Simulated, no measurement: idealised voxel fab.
Title: Process Module voxel transistor to metal
Shown is cross-section cut, with a width of 160 nm and square cells of size 5 nm.
A cross-section in this document is a grid of square cells, and it is written down as bands, the top band listed before the ones below it; a band is made up of one or more rows of cells.
The band entry comprises the height of the band's top followed by the height of its bottom, expressed in nm, and subsequently the band's materials from left to right, each stated together with its width in nm. Where a single material is marked with the word "edge to edge", that material fills the band from edge to edge. The word "empty" represents empty space.
Where do heights start? At 0: under that level the wafer as delivered is made of one material only. And the lowest band has no floor; it just carries on downward, as in "0 -> down".
It should be noted that a width expressed as "30->40" varies in equal increments from row to row of cells within the band, taking the value of the first number at the top row and that of the second number at the bottom row.
"no alteration" for a step: no cell of the cross-section changed in that step.
What "Sealed void inventory" gives you is every empty space of 8 cells or more that is cut off from the top. Each appears as width x height at distance, with the distance taken from the left edge and width, height and distance all in nm.
Where a step's line continues beyond its settings, the continuation is a remark by the simulator itself on that step.
On any step carrying a mask, the "overlay nm" setting, if present on the step's line, tells how far right of its planned place the mask lay; negative values point to the left.
### plan
1) RECEIVE [material Si]
2) OXIDIZE [depth nm 5]
3) CONFORMAL_DEP [material SiN] [thk nm 10]
4) DIRECTIONAL_DEP [material aC] [thk nm 10]
5) PATTERN [tone cover] [mask id ACTIVE] [material resist] [width nm 120] [thk nm 25] [overlay nm 0]
6) DIRECTIONAL_ETCH [etch materials aC] [depth nm 10]
7) STRIP [etch materials resist]
8) DIRECTIONAL_ETCH [etch materials SiN] [depth nm 10]
9) DIRECTIONAL_ETCH [etch materials SiO2] [depth nm 5]
10) DIRECTIONAL_ETCH [etch materials Si] [depth nm 20]
11) STRIP [etch materials aC]
12) OXIDIZE [depth nm 5]
13) FILL_DEP [material SiO2] [thk nm 5]
14) CMP [height nm 10]
15) SELECTIVE_ETCH [etch materials SiO2] [depth nm 5]
16) STRIP [etch materials SiN]
17) SELECTIVE_ETCH [etch materials SiO2] [depth nm 5]
18) OXIDIZE [depth nm 5]
19) DIRECTIONAL_DEP [material polySi] [thk nm 30]
20) DIRECTIONAL_DEP [material SiCN] [thk nm 10]
21) PATTERN [tone cover] [mask id GATE] [material resist] [width nm 20] [thk nm 15] [overlay nm 0]
22) DIRECTIONAL_ETCH [etch materials SiCN] [depth nm 20]
23) DIRECTIONAL_ETCH [etch materials polySi] [depth nm 40]
24) STRIP [etch materials resist]
25) CONFORMAL_DEP [material SiN] [thk nm 10]
26) DIRECTIONAL_ETCH [etch materials SiN] [depth nm 10]
27) DIRECTIONAL_ETCH [etch materials SiO2] [depth nm 5]
28) EPI [material nSi] [thk nm 5]
29) FILL_DEP [material SiO2] [thk nm 5]
30) CMP [height nm 35]
31) DIRECTIONAL_DEP [material SiO2] [thk nm 15]
32) MASKED_ETCH [tone open] [mask id CONTACT] [width nm 35] [pitch nm 65] [etch materials SiO2] [depth nm 55] [overlay nm 0]
33) CONFORMAL_DEP [material TiN] [thk nm 5]
34) FILL_DEP [material Ru] [thk nm 10]
35) CMP [height nm 50]
36) CONFORMAL_DEP [material SiN] [thk nm 5]
37) DIRECTIONAL_DEP [material SiO2] [thk nm 25]
38) DIRECTIONAL_DEP [material aC] [thk nm 15]
39) PATTERN [tone open] [mask id METAL_1] [material resist] [width nm 20] [pitch nm 80] [thk nm 30] [overlay nm 0]
40) DIRECTIONAL_ETCH [etch materials aC] [depth nm 15]
41) STRIP [etch materials resist]
42) DIRECTIONAL_ETCH [etch materials SiO2] [depth nm 25]
43) DIRECTIONAL_ETCH [etch materials SiN] [depth nm 5]
44) STRIP [etch materials aC]
45) CONFORMAL_DEP [material TiN] [thk nm 5]
46) FILL_DEP [material W] [thk nm 5]
47) CMP [height nm 80]
48) CONFORMAL_DEP [material SiN] [thk nm 5]
### Incoming wafer in cross-section (state: after step 1)
* 0 -> down  Si edge to edge
* Sealed void inventory: none
### Cross-section: first of two wafers, module finished, run according to plan
* 85 -> 80  SiN edge to edge
* 80 -> 55  30 of SiO2 | 5 of TiN | 10 of W | 5 of TiN | 60 of SiO2 | 5 of TiN | 10 of W | 5 of TiN | 30 of SiO2
* 55 -> 50  30 of SiN | 20 of TiN | 60 of SiN | 20 of TiN | 30 of SiN
* 50 -> 40  30 of SiO2 | 5 of TiN | 25 of Ru | 5 of TiN | 30 of SiO2 | 5 of TiN | 25 of Ru | 5 of TiN | 30 of SiO2
* 40 -> 35  30 of SiO2 | 5 of TiN | 20 of Ru | 10 of TiN | 30 of SiO2 | 10 of TiN | 20 of Ru | 5 of TiN | 30 of SiO2
* 35 -> 25  30 of SiO2 | 5 of TiN | 20 of Ru | 5 of TiN | 10 of SiN | 20 of SiCN | 10 of SiN | 5 of TiN | 20 of Ru | 5 of TiN | 30 of SiO2
* 25 -> 0  30 of SiO2 | 5 of TiN | 20 of Ru | 5 of TiN | 10 of SiN | 20 of polySi | 10 of SiN | 5 of TiN | 20 of Ru | 5 of TiN | 30 of SiO2
* 0 -> -5  15 of SiO2 | 10 of SiN | 5 of SiO2 | 30 of TiN | 10 of SiN | 20 of polySi | 10 of SiN | 30 of TiN | 5 of SiO2 | 10 of SiN | 15 of SiO2
* -5 -> -10  25 of SiO2 | 35 of nSi | 40 of SiO2 | 35 of nSi | 25 of SiO2
* -10 -> -30  25 of SiO2 | 110 of Si | 25 of SiO2
* -30 -> down  Si edge to edge
* Sealed void inventory: none
### Cross-section of the latter of the two wafers at module completion. It had an identical start and an identical plan to the former; in running it, one mistake was made
* 85 -> 80  SiN edge to edge
* 80 -> 55  25 of W | 5 of TiN | 20 of SiO2 | 5 of TiN | 50 of W | 5 of TiN | 20 of SiO2 | 5 of TiN | 25 of W
* 55 -> 50  30 of TiN | 20 of SiN | 60 of TiN | 20 of SiN | 30 of TiN
* 50 -> 40  30 of SiO2 | 5 of TiN | 25 of Ru | 5 of TiN | 30 of SiO2 | 5 of TiN | 25 of Ru | 5 of TiN | 30 of SiO2
* 40 -> 35  30 of SiO2 | 5 of TiN | 20 of Ru | 10 of TiN | 30 of SiO2 | 10 of TiN | 20 of Ru | 5 of TiN | 30 of SiO2
* 35 -> 25  30 of SiO2 | 5 of TiN | 20 of Ru | 5 of TiN | 10 of SiN | 20 of SiCN | 10 of SiN | 5 of TiN | 20 of Ru | 5 of TiN | 30 of SiO2
* 25 -> 0  30 of SiO2 | 5 of TiN | 20 of Ru | 5 of TiN | 10 of SiN | 20 of polySi | 10 of SiN | 5 of TiN | 20 of Ru | 5 of TiN | 30 of SiO2
* 0 -> -5  15 of SiO2 | 10 of SiN | 5 of SiO2 | 30 of TiN | 10 of SiN | 20 of polySi | 10 of SiN | 30 of TiN | 5 of SiO2 | 10 of SiN | 15 of SiO2
* -5 -> -10  25 of SiO2 | 35 of nSi | 40 of SiO2 | 35 of nSi | 25 of SiO2
* -10 -> -30  25 of SiO2 | 110 of Si | 25 of SiO2
* -30 -> down  Si edge to edge
* Sealed void inventory: none
Finding, execution versus plan: step 39 went in with a setting other than planned; the actual run was PATTERN [tone cover] [mask id METAL_1] [material resist] [width nm 20] [pitch nm 80] [thk nm 30] [overlay nm 0]
Heads up, by the end the second wafer has more or fewer cells of some materials compared to the first: SiN -16, SiO2 -80, TiN +16, W +80
